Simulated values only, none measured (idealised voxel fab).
Presented below is a process module, voxel tone inversion.
Pictured: cross-section cut, 200 nm wide, on a grid of 5 nm square cells.
Cross-section spec: square-cell grid; bands listed top down; each band is one or more rows. Top, bottom (nm), then materials left to right with widths (nm); lone material tagged "edge to edge" fills the whole band edge to edge; "air" = empty space. For the purposes of this specification, 0 denotes the height below which the wafer in its as-received condition is composed wholly of one material, and the lowermost band, lacking a lower limit, extends downward without end, as expressed in "0 down". Width "30->40": first value at the band's top row of cells, second value at its bottom row, equal change from row to row. Any step labelled "nothing changed" changed none of the cells in the cross-section. Closed empty spaces (no open way to the top) of 8 cells or more are what "Closed void register" lists, each as width x height at distance from the left edge, nm for all three. Heads up: the bit after the settings on a step's line is the simulator's remark on that step. overlay nm: step with mask; distance mask lay right of planned place; negative value = left of planned place.

**Here's what the planned process steps look like**
1. op RECEIVE | material Si
2. op CONFORMAL_DEP | material SiCN | thk nm 10
3. op DIRECTIONAL_DEP | material polySi | thk nm 15
4. op PATTERN | tone cover | mask id POSTS | material resist | width nm 25 | pitch nm 55 | thk nm 25 | overlay nm 0
5. op DIRECTIONAL_ETCH | etch materials polySi | depth nm 15
6. op STRIP | etch materials resist
7. op FILL_DEP | material lowk | thk nm 5
8. op CMP | height nm 25
9. op STRIP | etch materials polySi
10. op CONFORMAL_DEP | material TiN | thk nm 5
11. op FILL_DEP | material Ru | thk nm 10
12. op CMP | height nm 25
13. op CONFORMAL_DEP | material SiN | thk nm 5

**The first of the two wafers, which ran as planned**

**Cross-section of the wafer as it came to us, i.e., already through step 1**
* 0 down = Si edge to edge
* Closed void register: none

**After step 2: wafer cross-section**
* 10 to 0 = SiCN edge to edge
* Heights below 0 show no change.

**After step 3: wafer cross-section**
* 25 to 10 = polySi edge to edge
* Heights below 10 show no change.

**After step 4: wafer cross-section**
* 50 to 25 = 30 of air, then 25 of resist, then 30 of air, then 25 of resist, then 30 of air, then 25 of resist, then 35 of air
* Heights below 25 show no change.

**After step 5: wafer cross-section**
* 50 to 25 = 30 of air, then 25 of resist, then 30 of air, then 25 of resist, then 30 of air, then 25 of resist, then 35 of air
* 25 to 10 = 30 of air, then 25 of polySi, then 30 of air, then 25 of polySi, then 30 of air, then 25 of polySi, then 35 of air
* Heights below 10 show no change.

**After step 6: wafer cross-section**
* 25 to 10 = 30 of air, then 25 of polySi, then 30 of air, then 25 of polySi, then 30 of air, then 25 of polySi, then 35 of air
* Heights below 10 show no change.

**After step 7: wafer cross-section**
* 30 to 25 = lowk edge to edge
* 25 to 10 = 30 of lowk, then 25 of polySi, then 30 of lowk, then 25 of polySi, then 30 of lowk, then 25 of polySi, then 35 of lowk
* Heights below 10 show no change.

**After step 8: wafer cross-section**
* 25 to 10 = 30 of lowk, then 25 of polySi, then 30 of lowk, then 25 of polySi, then 30 of lowk, then 25 of polySi, then 35 of lowk
* Heights below 10 show no change.

**After step 9: wafer cross-section**
* 25 to 10 = 30 of lowk, then 25 of air, then 30 of lowk, then 25 of air, then 30 of lowk, then 25 of air, then 35 of lowk
* Heights below 10 show no change.

**After step 10: wafer cross-section**
* 30 to 25 = 35 of TiN, then 15 of air, then 40 of TiN, then 15 of air, then 40 of TiN, then 15 of air, then 40 of TiN
* 25 to 15 = 30 of lowk, then 5 of TiN, then 15 of air, then 5 of TiN, then 30 of lowk, then 5 of TiN, then 15 of air, then 5 of TiN, then 30 of lowk, then 5 of TiN, then 15 of air, then 5 of TiN, then 35 of lowk
* 15 to 10 = 30 of lowk, then 25 of TiN, then 30 of lowk, then 25 of TiN, then 30 of lowk, then 25 of TiN, then 35 of lowk
* Heights below 10 show no change.

**After step 11: wafer cross-section**
* 40 to 30 = Ru edge to edge
* 30 to 25 = 35 of TiN, then 15 of Ru, then 40 of TiN, then 15 of Ru, then 40 of TiN, then 15 of Ru, then 40 of TiN
* 25 to 15 = 30 of lowk, then 5 of TiN, then 15 of Ru, then 5 of TiN, then 30 of lowk, then 5 of TiN, then 15 of Ru, then 5 of TiN, then 30 of lowk, then 5 of TiN, then 15 of Ru, then 5 of TiN, then 35 of lowk
* Heights below 15 show no change.

**After step 12: wafer cross-section**
* 25 to 15 = 30 of lowk, then 5 of TiN, then 15 of Ru, then 5 of TiN, then 30 of lowk, then 5 of TiN, then 15 of Ru, then 5 of TiN, then 30 of lowk, then 5 of TiN, then 15 of Ru, then 5 of TiN, then 35 of lowk
* Heights below 15 show no change.

**After step 13: wafer cross-section**
* 30 to 25 = SiN edge to edge
* Heights below 25 show no change.

**Regarding the second of the two wafers: it shared the first wafer's starting condition and process plan, yet one error occurred during its execution. Its history coincides with that of the first wafer up to and including step 3**

**Cross-sectional view of the second wafer at the intended end time of process step 4**
* 50 to 25 = 30 of resist, then 25 of air, then 30 of resist, then 25 of air, then 30 of resist, then 25 of air, then 35 of resist
* Heights below 25 show no change.

**Cross-sectional view of the second wafer at the intended end time of process step 5**
* 50 to 25 = 30 of resist, then 25 of air, then 30 of resist, then 25 of air, then 30 of resist, then 25 of air, then 35 of resist
* 25 to 10 = 30 of polySi, then 25 of air, then 30 of polySi, then 25 of air, then 30 of polySi, then 25 of air, then 35 of polySi
* Heights below 10 show no change.

**Cross-sectional view of the second wafer at the intended end time of process step 6**
* 25 to 10 = 30 of polySi, then 25 of air, then 30 of polySi, then 25 of air, then 30 of polySi, then 25 of air, then 35 of polySi
* Heights below 10 show no change.

**Cross-sectional view of the second wafer at the intended end time of process step 7**
* 30 to 25 = lowk edge to edge
* 25 to 10 = 30 of polySi, then 25 of lowk, then 30 of polySi, then 25 of lowk, then 30 of polySi, then 25 of lowk, then 35 of polySi
* Heights below 10 show no change.

**Cross-sectional view of the second wafer at the intended end time of process step 8**
* 25 to 10 = 30 of polySi, then 25 of lowk, then 30 of polySi, then 25 of lowk, then 30 of polySi, then 25 of lowk, then 35 of polySi
* Heights below 10 show no change.

**Cross-sectional view of the second wafer at the intended end time of process step 9**
* 25 to 10 = 30 of air, then 25 of lowk, then 30 of air, then 25 of lowk, then 30 of air, then 25 of lowk, then 35 of air
* Heights below 10 show no change.

**Cross-sectional view of the second wafer at the intended end time of process step 10**
* 30 to 25 = 25 of air, then 35 of TiN, then 20 of air, then 35 of TiN, then 20 of air, then 35 of TiN, then 30 of air
* 25 to 15 = 25 of air, then 5 of TiN, then 25 of lowk, then 5 of TiN, then 20 of air, then 5 of TiN, then 25 of lowk, then 5 of TiN, then 20 of air, then 5 of TiN, then 25 of lowk, then 5 of TiN, then 30 of air
* 15 to 10 = 30 of TiN, then 25 of lowk, then 30 of TiN, then 25 of lowk, then 30 of TiN, then 25 of lowk, then 35 of TiN
* Heights below 10 show no change.

**Cross-sectional view of the second wafer at the intended end time of process step 11**
* 40 to 30 = Ru edge to edge
* 30 to 25 = 25 of Ru, then 35 of TiN, then 20 of Ru, then 35 of TiN, then 20 of Ru, then 35 of TiN, then 30 of Ru
* 25 to 15 = 25 of Ru, then 5 of TiN, then 25 of lowk, then 5 of TiN, then 20 of Ru, then 5 of TiN, then 25 of lowk, then 5 of TiN, then 20 of Ru, then 5 of TiN, then 25 of lowk, then 5 of TiN, then 30 of Ru
* Heights below 15 show no change.

**Cross-sectional view of the second wafer at the intended end time of process step 12**
* 25 to 15 = 25 of Ru, then 5 of TiN, then 25 of lowk, then 5 of TiN, then 20 of Ru, then 5 of TiN, then 25 of lowk, then 5 of TiN, then 20 of Ru, then 5 of TiN, then 25 of lowk, then 5 of TiN, then 30 of Ru
* Heights below 15 show no change.

**Cross-sectional view of the second wafer at the intended end time of process step 13**
* 30 to 25 = SiN edge to edge
* Heights below 25 show no change.
Run error: step 4 ran differently from the plan; actual operation with settings: op PATTERN | tone open | mask id POSTS | material resist | width nm 25 | pitch nm 55 | thk nm 25 | overlay nm 0
It is noted that, at the conclusion of processing, the second wafer exhibits a higher or lower cell count for certain materials relative to the first: +20 Ru | +10 TiN | -30 lowk
